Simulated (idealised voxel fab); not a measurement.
The name of this process module is voxel wiring stack.
Section cut is 140 nm wide and gridded with 5 nm square cells.
In this document a cross-section is written as a grid of square cells. It is given as a series of bands, listed from the top down, and a band is one or more rows of cells. For a band, the entry starts with two heights in nm, that of the top and then that of the bottom, and carries on with the band's materials in order from left to right, each alongside its width in nm; the word "throughout" beside a single material means it fills the band edge to edge, and "empty" means empty space. The reference from which all heights are counted is 0, the level beneath which the as-received wafer is entirely one material; the lowest band, having no lower bound, proceeds downward and is written after the example "top 0, no bottom". It should be noted that a width expressed as "30->40" varies in equal increments from row to row of cells within the band, taking the value of the first number at the top row and that of the second number at the bottom row. Reading "everything unchanged" for a step: not a cell of the cross-section changed in it. Each empty space that has no open way to the top and spans at least 8 cells appears under "Sealed internal cavities" as width x height at distance, the distance counted from the left edge, all in nm. Heads up: the bit after the settings on a step's line is the simulator's remark on that step. "overlay nm" on a masked step: distance the mask lay right of its planned place, negative for left. Read the rest as pairs. Take the cross-section before one process step, then the cross-section after it, which shows only down to the lowest band that changed. Under the pair, find the step between them and its settings. Bear in mind that pairs may come from different runs of this module on the same starting wafer: link a pair to the pair above it only where its entry headed "Geometry before processing" says to.

Geometry before processing:
> top 70, bottom 65  SiCN throughout
> top 65, bottom 55  30 nm SiO2; 5 nm TiN; 20 nm Cu; 5 nm TiN; 20 nm SiO2; 5 nm TiN; 20 nm Cu; 5 nm TiN; 30 nm SiO2
> top 55, bottom 50  30 nm SiO2; 5 nm TiN; 5 nm Cu; 20 nm TiN; 20 nm SiO2; 5 nm TiN; 5 nm Cu; 20 nm TiN; 30 nm SiO2
> top 50, bottom 35  30 nm SiO2; 5 nm TiN; 5 nm Cu; 5 nm TiN; 35 nm SiO2; 5 nm TiN; 5 nm Cu; 5 nm TiN; 45 nm SiO2
> top 35, bottom 30  30 nm SiCN; 15 nm TiN; 35 nm SiCN; 15 nm TiN; 45 nm SiCN
> top 30, bottom 20  30 nm lowk; 5 nm TiN; 20 nm Cu; 5 nm TiN; 20 nm lowk; 5 nm TiN; 20 nm Cu; 5 nm TiN; 30 nm lowk
> top 20, bottom 15  30 nm lowk; 30 nm TiN; 20 nm lowk; 30 nm TiN; 30 nm lowk
> top 15, bottom 5  SiO2 throughout
> top 5, bottom 0  SiN throughout
> top 0, no bottom  Si throughout
> Sealed internal cavities: none

Post-Process View:
> top 80, bottom 70  lowk throughout
> At heights below 70, the structure remains unaltered.
> Sealed internal cavities: none
So what happens between those two cross-sections up there? DIRECTIONAL_DEP | material lowk | thk nm 10

Geometry before processing: equal to the after panel directly above.

Post-Process View:
> top 95, bottom 80  30 nm resist; 15 nm empty; 35 nm resist; 15 nm empty; 45 nm resist
> At heights below 80, the structure remains unaltered.
> Sealed internal cavities: none
So what happens between those two cross-sections up there? PATTERN | tone open | mask id PLUG_2 | material resist | width nm 15 | pitch nm 50 | thk nm 15 | overlay nm 0

Geometry before processing: equal to the after panel directly above.

Post-Process View:
> top 95, bottom 80  30 nm resist; 15 nm empty; 35 nm resist; 15 nm empty; 45 nm resist
> top 80, bottom 70  30 nm lowk; 15 nm empty; 35 nm lowk; 15 nm empty; 45 nm lowk
> At heights below 70, the structure remains unaltered.
> Sealed internal cavities: none
So what happens between those two cross-sections up there? DIRECTIONAL_ETCH | etch materials lowk | depth nm 10

Geometry before processing: equal to the after panel directly above.

Post-Process View:
> top 95, bottom 80  30 nm resist; 15 nm empty; 35 nm resist; 15 nm empty; 45 nm resist
> top 80, bottom 70  30 nm lowk; 15 nm empty; 35 nm lowk; 15 nm empty; 45 nm lowk
> top 70, bottom 65  30 nm SiCN; 15 nm empty; 35 nm SiCN; 15 nm empty; 45 nm SiCN
> At heights below 65, the structure remains unaltered.
> Sealed internal cavities: none
So what happens between those two cross-sections up there? DIRECTIONAL_ETCH | etch materials SiCN | depth nm 5

Geometry before processing: equal to the after panel directly above.

Post-Process View:
> top 80, bottom 70  30 nm lowk; 15 nm empty; 35 nm lowk; 15 nm empty; 45 nm lowk
> At heights below 70, the structure remains unaltered.
> Sealed internal cavities: none
So what happens between those two cross-sections up there? STRIP | etch materials resist

Geometry before processing: equal to the after panel directly above.

Post-Process View:
> top 80, bottom 75  30 nm lowk; 15 nm empty; 35 nm lowk; 15 nm empty; 45 nm lowk
> top 75, bottom 70  30 nm lowk; 15 nm Ru; 35 nm lowk; 15 nm Ru; 45 nm lowk
> top 70, bottom 65  30 nm SiCN; 15 nm Ru; 35 nm SiCN; 15 nm Ru; 45 nm SiCN
> At heights below 65, the structure remains unaltered.
> Sealed internal cavities: none
So what happens between those two cross-sections up there? EPI | material Ru | thk nm 10

Geometry before processing: equal to the after panel directly above.

Post-Process View:
> top 80, bottom 70  30 nm lowk; 15 nm Ru; 35 nm lowk; 15 nm Ru; 45 nm lowk
> At heights below 70, the structure remains unaltered.
> Sealed internal cavities: none
So what happens between those two cross-sections up there? EPI | material Ru | thk nm 5

Geometry before processing: equal to the after panel directly above.

Post-Process View:
> top 85, bottom 80  SiCN throughout
> At heights below 80, the structure remains unaltered.
> Sealed internal cavities: none
So what happens between those two cross-sections up there? CONFORMAL_DEP | material SiCN | thk nm 5

Geometry before processing: equal to the after panel directly above.

Post-Process View:
> top 100, bottom 85  lowk throughout
> At heights below 85, the structure remains unaltered.
> Sealed internal cavities: none
So what happens between those two cross-sections up there? DIRECTIONAL_DEP | material lowk | thk nm 15

Geometry before processing: equal to the after panel directly above.

Post-Process View:
> top 120, bottom 100  30 nm resist; 30 nm empty; 20 nm resist; 30 nm empty; 30 nm resist
> At heights below 100, the structure remains unaltered.
> Sealed internal cavities: none
So what happens between those two cross-sections up there? PATTERN | tone open | mask id METAL_3 | material resist | width nm 30 | pitch nm 50 | thk nm 20 | overlay nm 0

Geometry before processing: equal to the after panel directly above.

Post-Process View:
> top 120, bottom 100  30 nm resist; 30 nm empty; 20 nm resist; 30 nm empty; 30 nm resist
> top 100, bottom 85  30 nm lowk; 30 nm empty; 20 nm lowk; 30 nm empty; 30 nm lowk
> At heights below 85, the structure remains unaltered.
> Sealed internal cavities: none
So what happens between those two cross-sections up there? DIRECTIONAL_ETCH | etch materials lowk | depth nm 15

Geometry before processing: equal to the after panel directly above.

Post-Process View:
> top 120, bottom 100  30 nm resist; 30 nm empty; 20 nm resist; 30 nm empty; 30 nm resist
> top 100, bottom 85  30 nm lowk; 30 nm empty; 20 nm lowk; 30 nm empty; 30 nm lowk
> top 85, bottom 80  30 nm SiCN; 30 nm empty; 20 nm SiCN; 30 nm empty; 30 nm SiCN
> At heights below 80, the structure remains unaltered.
> Sealed internal cavities: none
So what happens between those two cross-sections up there? DIRECTIONAL_ETCH | etch materials SiCN | depth nm 5

Geometry before processing: equal to the after panel directly above.

Post-Process View:
> top 100, bottom 85  30 nm lowk; 30 nm empty; 20 nm lowk; 30 nm empty; 30 nm lowk
> At heights below 85, the structure remains unaltered.
> Sealed internal cavities: none
So what happens between those two cross-sections up there? STRIP | etch materials resist

Geometry before processing: equal to the after panel directly above.

Post-Process View:
> top 105, bottom 100  35 nm TiN; 20 nm empty; 30 nm TiN; 20 nm empty; 35 nm TiN
> top 100, bottom 85  30 nm lowk; 5 nm TiN; 20 nm empty; 5 nm TiN; 20 nm lowk; 5 nm TiN; 20 nm empty; 5 nm TiN; 30 nm lowk
> top 85, bottom 80  30 nm SiCN; 30 nm TiN; 20 nm SiCN; 30 nm TiN; 30 nm SiCN
> At heights below 80, the structure remains unaltered.
> Sealed internal cavities: none
So what happens between those two cross-sections up there? CONFORMAL_DEP | material TiN | thk nm 5

Geometry before processing: equal to the after panel directly above.

Post-Process View:
> top 110, bottom 105  Ru throughout
> top 105, bottom 100  35 nm TiN; 20 nm Ru; 30 nm TiN; 20 nm Ru; 35 nm TiN
> top 100, bottom 85  30 nm lowk; 5 nm TiN; 20 nm Ru; 5 nm TiN; 20 nm lowk; 5 nm TiN; 20 nm Ru; 5 nm TiN; 30 nm lowk
> At heights below 85, the structure remains unaltered.
> Sealed internal cavities: none
So what happens between those two cross-sections up there? FILL_DEP | material Ru | thk nm 5

Geometry before processing: equal to the after panel directly above.

Post-Process View:
> top 100, bottom 85  30 nm lowk; 5 nm TiN; 20 nm Ru; 5 nm TiN; 20 nm lowk; 5 nm TiN; 20 nm Ru; 5 nm TiN; 30 nm lowk
> At heights below 85, the structure remains unaltered.
> Sealed internal cavities: none
So what happens between those two cross-sections up there? CMP | height nm 100

Geometry before processing: equal to the after panel directly above.

Post-Process View:
> top 105, bottom 100  25 nm empty; 40 nm Ru; 10 nm empty; 40 nm Ru; 25 nm empty
> At heights below 100, the structure remains unaltered.
> Sealed internal cavities: none
So what happens between those two cross-sections up there? EPI | material Ru | thk nm 5

Geometry before processing: equal to the after panel directly above.

Post-Process View:
> top 110, bottom 105  SiCN throughout
> top 105, bottom 100  25 nm SiCN; 40 nm Ru; 10 nm SiCN; 40 nm Ru; 25 nm SiCN
> At heights below 100, the structure remains unaltered.
> Sealed internal cavities: none
So what happens between those two cross-sections up there? FILL_DEP | material SiCN | thk nm 5

Geometry before processing: equal to the after panel directly above.

Post-Process View:
> top 140, bottom 110  lowk throughout
> At heights below 110, the structure remains unaltered.
> Sealed internal cavities: none
So what happens between those two cross-sections up there? DIRECTIONAL_DEP | material lowk | thk nm 30

Geometry before processing: equal to the after panel directly above.

Post-Process View:
> top 160, bottom 140  30 nm resist; 15 nm empty; 95 nm resist
> At heights below 140, the structure remains unaltered.
> Sealed internal cavities: none
So what happens between those two cross-sections up there? PATTERN | tone open | mask id METAL_4_HOLES | material resist | width nm 15 | thk nm 20 | overlay nm 0

Geometry before processing: equal to the after panel directly above.

Post-Process View:
> top 160, bottom 140  30 nm resist; 15 nm empty; 95 nm resist
> top 140, bottom 110  30 nm lowk; 15 nm empty; 95 nm lowk
> At heights below 110, the structure remains unaltered.
> Sealed internal cavities: none
So what happens between those two cross-sections up there? DIRECTIONAL_ETCH | etch materials lowk | depth nm 30

Geometry before processing: equal to the after panel directly above.

Post-Process View:
> top 140, bottom 110  30 nm lowk; 15 nm empty; 95 nm lowk
> At heights below 110, the structure remains unaltered.
> Sealed internal cavities: none
So what happens between those two cross-sections up there? STRIP | etch materials resist

Geometry before processing: equal to the after panel directly above.

Post-Process View:
> top 155, bottom 140  30 nm resist; 30 nm empty; 20 nm resist; 30 nm empty; 30 nm resist
> At heights below 140, the structure remains unaltered.
> Sealed internal cavities: none
So what happens between those two cross-sections up there? PATTERN | tone open | mask id METAL_4 | material resist | width nm 30 | pitch nm 50 | thk nm 15 | overlay nm 0

Geometry before processing: equal to the after panel directly above.

Post-Process View:
> top 155, bottom 140  30 nm resist; 30 nm empty; 20 nm resist; 30 nm empty; 30 nm resist
> top 140, bottom 125  30 nm lowk; 30 nm empty; 20 nm lowk; 30 nm empty; 30 nm lowk
> At heights below 125, the structure remains unaltered.
> Sealed internal cavities: none
So what happens between those two cross-sections up there? DIRECTIONAL_ETCH | etch materials lowk | depth nm 15

Geometry before processing: equal to the after panel directly above.

Post-Process View:
> top 155, bottom 140  30 nm resist; 30 nm empty; 20 nm resist; 30 nm empty; 30 nm resist
> top 140, bottom 125  30 nm lowk; 30 nm empty; 20 nm lowk; 30 nm empty; 30 nm lowk
> top 125, bottom 110  30 nm lowk; 15 nm empty; 95 nm lowk
> top 110, bottom 105  30 nm SiCN; 15 nm empty; 95 nm SiCN
> At heights below 105, the structure remains unaltered.
> Sealed internal cavities: none
So what happens between those two cross-sections up there? DIRECTIONAL_ETCH | etch materials SiCN | depth nm 5

Geometry before processing: equal to the after panel directly above.

Post-Process View:
> top 140, bottom 125  30 nm lowk; 30 nm empty; 20 nm lowk; 30 nm empty; 30 nm lowk
> At heights below 125, the structure remains unaltered.
> Sealed internal cavities: none
So what happens between those two cross-sections up there? STRIP | etch materials resist

Geometry before processing: equal to the after panel directly above.

Post-Process View:
> top 145, bottom 140  35 nm TiN; 20 nm empty; 30 nm TiN; 20 nm empty; 35 nm TiN
> top 140, bottom 130  30 nm lowk; 5 nm TiN; 20 nm empty; 5 nm TiN; 20 nm lowk; 5 nm TiN; 20 nm empty; 5 nm TiN; 30 nm lowk
> top 130, bottom 125  30 nm lowk; 5 nm TiN; 5 nm empty; 20 nm TiN; 20 nm lowk; 30 nm TiN; 30 nm lowk
> top 125, bottom 110  30 nm lowk; 5 nm TiN; 5 nm empty; 5 nm TiN; 95 nm lowk
> top 110, bottom 105  30 nm SiCN; 15 nm TiN; 95 nm SiCN
> At heights below 105, the structure remains unaltered.
> Sealed internal cavities: none
So what happens between those two cross-sections up there? CONFORMAL_DEP | material TiN | thk nm 5

Geometry before processing: equal to the after panel directly above.

Post-Process View:
> top 155, bottom 145  Cu throughout
> top 145, bottom 140  35 nm TiN; 20 nm Cu; 30 nm TiN; 20 nm Cu; 35 nm TiN
> top 140, bottom 130  30 nm lowk; 5 nm TiN; 20 nm Cu; 5 nm TiN; 20 nm lowk; 5 nm TiN; 20 nm Cu; 5 nm TiN; 30 nm lowk
> top 130, bottom 125  30 nm lowk; 5 nm TiN; 5 nm Cu; 20 nm TiN; 20 nm lowk; 30 nm TiN; 30 nm lowk
> top 125, bottom 110  30 nm lowk; 5 nm TiN; 5 nm Cu; 5 nm TiN; 95 nm lowk
> At heights below 110, the structure remains unaltered.
> Sealed internal cavities: none
So what happens between those two cross-sections up there? FILL_DEP | material Cu | thk nm 10

Geometry before processing: equal to the after panel directly above.

Post-Process View:
> top 140, bottom 130  30 nm lowk; 5 nm TiN; 20 nm Cu; 5 nm TiN; 20 nm lowk; 5 nm TiN; 20 nm Cu; 5 nm TiN; 30 nm lowk
> At heights below 130, the structure remains unaltered.
> Sealed internal cavities: none
So what happens between those two cross-sections up there? CMP | height nm 140

Geometry before processing: equal to the after panel directly above.

Post-Process View:
> top 145, bottom 140  SiN throughout
> At heights below 140, the structure remains unaltered.
> Sealed internal cavities: none
So what happens between those two cross-sections up there? CONFORMAL_DEP | material SiN | thk nm 5

Geometry before processing:
> top 80, bottom 65  30 nm aC; 30 nm empty; 20 nm aC; 30 nm empty; 30 nm aC
> top 65, bottom 35  30 nm SiO2; 15 nm empty; 35 nm SiO2; 15 nm empty; 45 nm SiO2
> top 35, bottom 30  SiCN throughout
> top 30, bottom 15  30 nm lowk; 5 nm TiN; 20 nm Cu; 5 nm TiN; 20 nm lowk; 5 nm TiN; 20 nm Cu; 5 nm TiN; 30 nm lowk
> top 15, bottom 10  30 nm SiN; 30 nm TiN; 20 nm SiN; 30 nm TiN; 30 nm SiN
> top 10, bottom 0  SiO2 throughout
> top 0, no bottom  Si throughout
> Sealed internal cavities: none

Post-Process View:
> top 80, bottom 65  30 nm aC; 30 nm empty; 20 nm aC; 30 nm empty; 30 nm aC
> top 65, bottom 45  30 nm SiO2; 30 nm empty; 20 nm SiO2; 30 nm empty; 30 nm SiO2
> At heights below 45, the structure remains unaltered.
> Sealed internal cavities: none
So what happens between those two cross-sections up there? DIRECTIONAL_ETCH | etch materials SiO2 | depth nm 20

Geometry before processing: equal to the after panel directly above.

Post-Process View:
> top 80, bottom 65  30 nm aC; 30 nm empty; 20 nm aC; 30 nm empty; 30 nm aC
> top 65, bottom 45  30 nm SiO2; 30 nm empty; 20 nm SiO2; 30 nm empty; 30 nm SiO2
> top 45, bottom 35  30 nm SiO2; 15 nm empty; 35 nm SiO2; 15 nm empty; 45 nm SiO2
> top 35, bottom 30  30 nm SiCN; 15 nm empty; 35 nm SiCN; 15 nm empty; 45 nm SiCN
> At heights below 30, the structure remains unaltered.
> Sealed internal cavities: none
So what happens between those two cross-sections up there? DIRECTIONAL_ETCH | etch materials SiCN | depth nm 5

Geometry before processing: equal to the after panel directly above.

Post-Process View:
> top 65, bottom 45  30 nm SiO2; 30 nm empty; 20 nm SiO2; 30 nm empty; 30 nm SiO2
> At heights below 45, the structure remains unaltered.
> Sealed internal cavities: none
So what happens between those two cross-sections up there? STRIP | etch materials aC

Geometry before processing: equal to the after panel directly above.

Post-Process View:
> top 70, bottom 65  35 nm TiN; 20 nm empty; 30 nm TiN; 20 nm empty; 35 nm TiN
> top 65, bottom 50  30 nm SiO2; 5 nm TiN; 20 nm empty; 5 nm TiN; 20 nm SiO2; 5 nm TiN; 20 nm empty; 5 nm TiN; 30 nm SiO2
> top 50, bottom 45  30 nm SiO2; 5 nm TiN; 5 nm empty; 20 nm TiN; 20 nm SiO2; 5 nm TiN; 5 nm empty; 20 nm TiN; 30 nm SiO2
> top 45, bottom 35  30 nm SiO2; 5 nm TiN; 5 nm empty; 5 nm TiN; 35 nm SiO2; 5 nm TiN; 5 nm empty; 5 nm TiN; 45 nm SiO2
> top 35, bottom 30  30 nm SiCN; 15 nm TiN; 35 nm SiCN; 15 nm TiN; 45 nm SiCN
> At heights below 30, the structure remains unaltered.
> Sealed internal cavities: none
So what happens between those two cross-sections up there? CONFORMAL_DEP | material TiN | thk nm 5

Geometry before processing: equal to the after panel directly above.

Post-Process View:
> top 75, bottom 70  Cu throughout
> top 70, bottom 65  35 nm TiN; 20 nm Cu; 30 nm TiN; 20 nm Cu; 35 nm TiN
> top 65, bottom 50  30 nm SiO2; 5 nm TiN; 20 nm Cu; 5 nm TiN; 20 nm SiO2; 5 nm TiN; 20 nm Cu; 5 nm TiN; 30 nm SiO2
> top 50, bottom 45  30 nm SiO2; 5 nm TiN; 5 nm Cu; 20 nm TiN; 20 nm SiO2; 5 nm TiN; 5 nm Cu; 20 nm TiN; 30 nm SiO2
> top 45, bottom 35  30 nm SiO2; 5 nm TiN; 5 nm Cu; 5 nm TiN; 35 nm SiO2; 5 nm TiN; 5 nm Cu; 5 nm TiN; 45 nm SiO2
> At heights below 35, the structure remains unaltered.
> Sealed internal cavities: none
So what happens between those two cross-sections up there? FILL_DEP | material Cu | thk nm 5

Geometry before processing: equal to the after panel directly above.

Post-Process View:
> top 65, bottom 50  30 nm SiO2; 5 nm TiN; 20 nm Cu; 5 nm TiN; 20 nm SiO2; 5 nm TiN; 20 nm Cu; 5 nm TiN; 30 nm SiO2
> At heights below 50, the structure remains unaltered.
> Sealed internal cavities: none
So what happens between those two cross-sections up there? CMP | height nm 65

Geometry before processing: equal to the after panel directly above.

Post-Process View:
> top 70, bottom 65  SiCN throughout
> At heights below 65, the structure remains unaltered.
> Sealed internal cavities: none
So what happens between those two cross-sections up there? CONFORMAL_DEP | material SiCN | thk nm 5

Geometry before processing: equal to the after panel directly above.

Post-Process View:
> top 80, bottom 70  lowk throughout
> At heights below 70, the structure remains unaltered.
> Sealed internal cavities: none
So what happens between those two cross-sections up there? DIRECTIONAL_DEP | material lowk | thk nm 10

Geometry before processing: equal to the after panel directly above.

Post-Process View:
> top 95, bottom 80  30 nm resist; 15 nm empty; 35 nm resist; 15 nm empty; 45 nm resist
> At heights below 80, the structure remains unaltered.
> Sealed internal cavities: none
So what happens between those two cross-sections up there? PATTERN | tone open | mask id PLUG_2 | material resist | width nm 15 | pitch nm 50 | thk nm 15 | overlay nm 0

Geometry before processing: equal to the after panel directly above.

Post-Process View:
> top 95, bottom 80  30 nm resist; 15 nm empty; 35 nm resist; 15 nm empty; 45 nm resist
> top 80, bottom 70  30 nm lowk; 15 nm empty; 35 nm lowk; 15 nm empty; 45 nm lowk
> At heights below 70, the structure remains unaltered.
> Sealed internal cavities: none
So what happens between those two cross-sections up there? DIRECTIONAL_ETCH | etch materials lowk | depth nm 10

Geometry before processing: equal to the after panel directly above.

Post-Process View:
> top 95, bottom 80  30 nm resist; 15 nm empty; 35 nm resist; 15 nm empty; 45 nm resist
> top 80, bottom 70  30 nm lowk; 15 nm empty; 35 nm lowk; 15 nm empty; 45 nm lowk
> top 70, bottom 65  30 nm SiCN; 15 nm empty; 35 nm SiCN; 15 nm empty; 45 nm SiCN
> At heights below 65, the structure remains unaltered.
> Sealed internal cavities: none
So what happens between those two cross-sections up there? DIRECTIONAL_ETCH | etch materials SiCN | depth nm 5

Geometry before processing: equal to the after panel directly above.

Post-Process View:
> top 80, bottom 70  30 nm lowk; 15 nm empty; 35 nm lowk; 15 nm empty; 45 nm lowk
> At heights below 70, the structure remains unaltered.
> Sealed internal cavities: none
So what happens between those two cross-sections up there? STRIP | etch materials resist

Geometry before processing: equal to the after panel directly above.

Post-Process View:
> top 80, bottom 75  30 nm lowk; 15 nm empty; 35 nm lowk; 15 nm empty; 45 nm lowk
> top 75, bottom 70  30 nm lowk; 15 nm Ru; 35 nm lowk; 15 nm Ru; 45 nm lowk
> top 70, bottom 65  30 nm SiCN; 15 nm Ru; 35 nm SiCN; 15 nm Ru; 45 nm SiCN
> At heights below 65, the structure remains unaltered.
> Sealed internal cavities: none
So what happens between those two cross-sections up there? EPI | material Ru | thk nm 10

Geometry before processing: equal to the after panel directly above.

Post-Process View:
> top 80, bottom 70  30 nm lowk; 15 nm Ru; 35 nm lowk; 15 nm Ru; 45 nm lowk
> At heights below 70, the structure remains unaltered.
> Sealed internal cavities: none
So what happens between those two cross-sections up there? EPI | material Ru | thk nm 5

Geometry before processing: equal to the after panel directly above.

Post-Process View:
> top 85, bottom 80  SiCN throughout
> At heights below 80, the structure remains unaltered.
> Sealed internal cavities: none
So what happens between those two cross-sections up there? CONFORMAL_DEP | material SiCN | thk nm 5

Geometry before processing: equal to the after panel directly above.

Post-Process View:
> top 100, bottom 85  lowk throughout
> At heights below 85, the structure remains unaltered.
> Sealed internal cavities: none
So what happens between those two cross-sections up there? DIRECTIONAL_DEP | material lowk | thk nm 15

Geometry before processing: equal to the after panel directly above.

Post-Process View:
> top 120, bottom 100  30 nm resist; 30 nm empty; 20 nm resist; 30 nm empty; 30 nm resist
> At heights below 100, the structure remains unaltered.
> Sealed internal cavities: none
So what happens between those two cross-sections up there? PATTERN | tone open | mask id METAL_3 | material resist | width nm 30 | pitch nm 50 | thk nm 20 | overlay nm 0

Geometry before processing: equal to the after panel directly above.

Post-Process View:
> top 120, bottom 100  30 nm resist; 30 nm empty; 20 nm resist; 30 nm empty; 30 nm resist
> top 100, bottom 85  30 nm lowk; 30 nm empty; 20 nm lowk; 30 nm empty; 30 nm lowk
> At heights below 85, the structure remains unaltered.
> Sealed internal cavities: none
So what happens between those two cross-sections up there? DIRECTIONAL_ETCH | etch materials lowk | depth nm 15

Geometry before processing: equal to the after panel directly above.

Post-Process View:
> top 120, bottom 100  30 nm resist; 30 nm empty; 20 nm resist; 30 nm empty; 30 nm resist
> top 100, bottom 85  30 nm lowk; 30 nm empty; 20 nm lowk; 30 nm empty; 30 nm lowk
> top 85, bottom 80  30 nm SiCN; 30 nm empty; 20 nm SiCN; 30 nm empty; 30 nm SiCN
> At heights below 80, the structure remains unaltered.
> Sealed internal cavities: none
So what happens between those two cross-sections up there? DIRECTIONAL_ETCH | etch materials SiCN | depth nm 5

Geometry before processing: equal to the after panel directly above.

Post-Process View:
> top 100, bottom 85  30 nm lowk; 30 nm empty; 20 nm lowk; 30 nm empty; 30 nm lowk
> At heights below 85, the structure remains unaltered.
> Sealed internal cavities: none
So what happens between those two cross-sections up there? STRIP | etch materials resist

Geometry before processing: equal to the after panel directly above.

Post-Process View:
> top 105, bottom 100  35 nm TiN; 20 nm empty; 30 nm TiN; 20 nm empty; 35 nm TiN
> top 100, bottom 85  30 nm lowk; 5 nm TiN; 20 nm empty; 5 nm TiN; 20 nm lowk; 5 nm TiN; 20 nm empty; 5 nm TiN; 30 nm lowk
> top 85, bottom 80  30 nm SiCN; 30 nm TiN; 20 nm SiCN; 30 nm TiN; 30 nm SiCN
> At heights below 80, the structure remains unaltered.
> Sealed internal cavities: none
So what happens between those two cross-sections up there? CONFORMAL_DEP | material TiN | thk nm 5

Geometry before processing: equal to the after panel directly above.

Post-Process View:
> top 110, bottom 105  Ru throughout
> top 105, bottom 100  35 nm TiN; 20 nm Ru; 30 nm TiN; 20 nm Ru; 35 nm TiN
> top 100, bottom 85  30 nm lowk; 5 nm TiN; 20 nm Ru; 5 nm TiN; 20 nm lowk; 5 nm TiN; 20 nm Ru; 5 nm TiN; 30 nm lowk
> At heights below 85, the structure remains unaltered.
> Sealed internal cavities: none
So what happens between those two cross-sections up there? FILL_DEP | material Ru | thk nm 5

Geometry before processing: equal to the after panel directly above.

Post-Process View:
> top 100, bottom 85  30 nm lowk; 5 nm TiN; 20 nm Ru; 5 nm TiN; 20 nm lowk; 5 nm TiN; 20 nm Ru; 5 nm TiN; 30 nm lowk
> At heights below 85, the structure remains unaltered.
> Sealed internal cavities: none
So what happens between those two cross-sections up there? CMP | height nm 100

Geometry before processing: equal to the after panel directly above.

Post-Process View:
> top 105, bottom 100  25 nm empty; 40 nm Ru; 10 nm empty; 40 nm Ru; 25 nm empty
> At heights below 100, the structure remains unaltered.
> Sealed internal cavities: none
So what happens between those two cross-sections up there? EPI | material Ru | thk nm 5

Geometry before processing: equal to the after panel directly above.

Post-Process View:
> top 110, bottom 105  SiCN throughout
> top 105, bottom 100  25 nm SiCN; 40 nm Ru; 10 nm SiCN; 40 nm Ru; 25 nm SiCN
> At heights below 100, the structure remains unaltered.
> Sealed internal cavities: none
So what happens between those two cross-sections up there? FILL_DEP | material SiCN | thk nm 5

Geometry before processing: equal to the after panel directly above.

Post-Process View:
> top 140, bottom 110  lowk throughout
> At heights below 110, the structure remains unaltered.
> Sealed internal cavities: none
So what happens between those two cross-sections up there? DIRECTIONAL_DEP | material lowk | thk nm 30

Geometry before processing: equal to the after panel directly above.

Post-Process View:
> top 160, bottom 140  30 nm resist; 15 nm empty; 95 nm resist
> At heights below 140, the structure remains unaltered.
> Sealed internal cavities: none
So what happens between those two cross-sections up there? PATTERN | tone open | mask id METAL_4_HOLES | material resist | width nm 15 | thk nm 20 | overlay nm 0

Geometry before processing: equal to the after panel directly above.

Post-Process View:
> top 160, bottom 140  30 nm resist; 15 nm empty; 95 nm resist
> top 140, bottom 110  30 nm lowk; 15 nm empty; 95 nm lowk
> At heights below 110, the structure remains unaltered.
> Sealed internal cavities: none
So what happens between those two cross-sections up there? DIRECTIONAL_ETCH | etch materials lowk | depth nm 30

Geometry before processing: equal to the after panel directly above.

Post-Process View:
> top 140, bottom 110  30 nm lowk; 15 nm empty; 95 nm lowk
> At heights below 110, the structure remains unaltered.
> Sealed internal cavities: none
So what happens between those two cross-sections up there? STRIP | etch materials resist

Geometry before processing: equal to the after panel directly above.

Post-Process View:
> top 155, bottom 140  30 nm resist; 30 nm empty; 20 nm resist; 30 nm empty; 30 nm resist
> At heights below 140, the structure remains unaltered.
> Sealed internal cavities: none
So what happens between those two cross-sections up there? PATTERN | tone open | mask id METAL_4 | material resist | width nm 30 | pitch nm 50 | thk nm 15 | overlay nm 0

Geometry before processing: equal to the after panel directly above.

Post-Process View:
> top 155, bottom 140  30 nm resist; 30 nm empty; 20 nm resist; 30 nm empty; 30 nm resist
> top 140, bottom 125  30 nm lowk; 30 nm empty; 20 nm lowk; 30 nm empty; 30 nm lowk
> At heights below 125, the structure remains unaltered.
> Sealed internal cavities: none
So what happens between those two cross-sections up there? DIRECTIONAL_ETCH | etch materials lowk | depth nm 15

Geometry before processing: equal to the after panel directly above.

Post-Process View:
> top 155, bottom 140  30 nm resist; 30 nm empty; 20 nm resist; 30 nm empty; 30 nm resist
> top 140, bottom 125  30 nm lowk; 30 nm empty; 20 nm lowk; 30 nm empty; 30 nm lowk
> top 125, bottom 110  30 nm lowk; 15 nm empty; 95 nm lowk
> top 110, bottom 105  30 nm SiCN; 15 nm empty; 95 nm SiCN
> At heights below 105, the structure remains unaltered.
> Sealed internal cavities: none
So what happens between those two cross-sections up there? DIRECTIONAL_ETCH | etch materials SiCN | depth nm 5

Geometry before processing: equal to the after panel directly above.

Post-Process View:
> top 140, bottom 125  30 nm lowk; 30 nm empty; 20 nm lowk; 30 nm empty; 30 nm lowk
> At heights below 125, the structure remains unaltered.
> Sealed internal cavities: none
So what happens between those two cross-sections up there? STRIP | etch materials resist

Geometry before processing: equal to the after panel directly above.

Post-Process View:
> top 145, bottom 140  35 nm TiN; 20 nm empty; 30 nm TiN; 20 nm empty; 35 nm TiN
> top 140, bottom 130  30 nm lowk; 5 nm TiN; 20 nm empty; 5 nm TiN; 20 nm lowk; 5 nm TiN; 20 nm empty; 5 nm TiN; 30 nm lowk
> top 130, bottom 125  30 nm lowk; 5 nm TiN; 5 nm empty; 20 nm TiN; 20 nm lowk; 30 nm TiN; 30 nm lowk
> top 125, bottom 110  30 nm lowk; 5 nm TiN; 5 nm empty; 5 nm TiN; 95 nm lowk
> top 110, bottom 105  30 nm SiCN; 15 nm TiN; 95 nm SiCN
> At heights below 105, the structure remains unaltered.
> Sealed internal cavities: none
So what happens between those two cross-sections up there? CONFORMAL_DEP | material TiN | thk nm 5

Geometry before processing: equal to the after panel directly above.

Post-Process View:
> top 155, bottom 145  Cu throughout
> top 145, bottom 140  35 nm TiN; 20 nm Cu; 30 nm TiN; 20 nm Cu; 35 nm TiN
> top 140, bottom 130  30 nm lowk; 5 nm TiN; 20 nm Cu; 5 nm TiN; 20 nm lowk; 5 nm TiN; 20 nm Cu; 5 nm TiN; 30 nm lowk
> top 130, bottom 125  30 nm lowk; 5 nm TiN; 5 nm Cu; 20 nm TiN; 20 nm lowk; 30 nm TiN; 30 nm lowk
> top 125, bottom 110  30 nm lowk; 5 nm TiN; 5 nm Cu; 5 nm TiN; 95 nm lowk
> At heights below 110, the structure remains unaltered.
> Sealed internal cavities: none
So what happens between those two cross-sections up there? FILL_DEP | material Cu | thk nm 10

Geometry before processing: equal to the after panel directly above.

Post-Process View:
> top 140, bottom 130  30 nm lowk; 5 nm TiN; 20 nm Cu; 5 nm TiN; 20 nm lowk; 5 nm TiN; 20 nm Cu; 5 nm TiN; 30 nm lowk
> At heights below 130, the structure remains unaltered.
> Sealed internal cavities: none
So what happens between those two cross-sections up there? CMP | height nm 140

Geometry before processing: equal to the after panel directly above.

Post-Process View:
> top 145, bottom 140  SiN throughout
> At heights below 140, the structure remains unaltered.
> Sealed internal cavities: none
So what happens between those two cross-sections up there? CONFORMAL_DEP | material SiN | thk nm 5
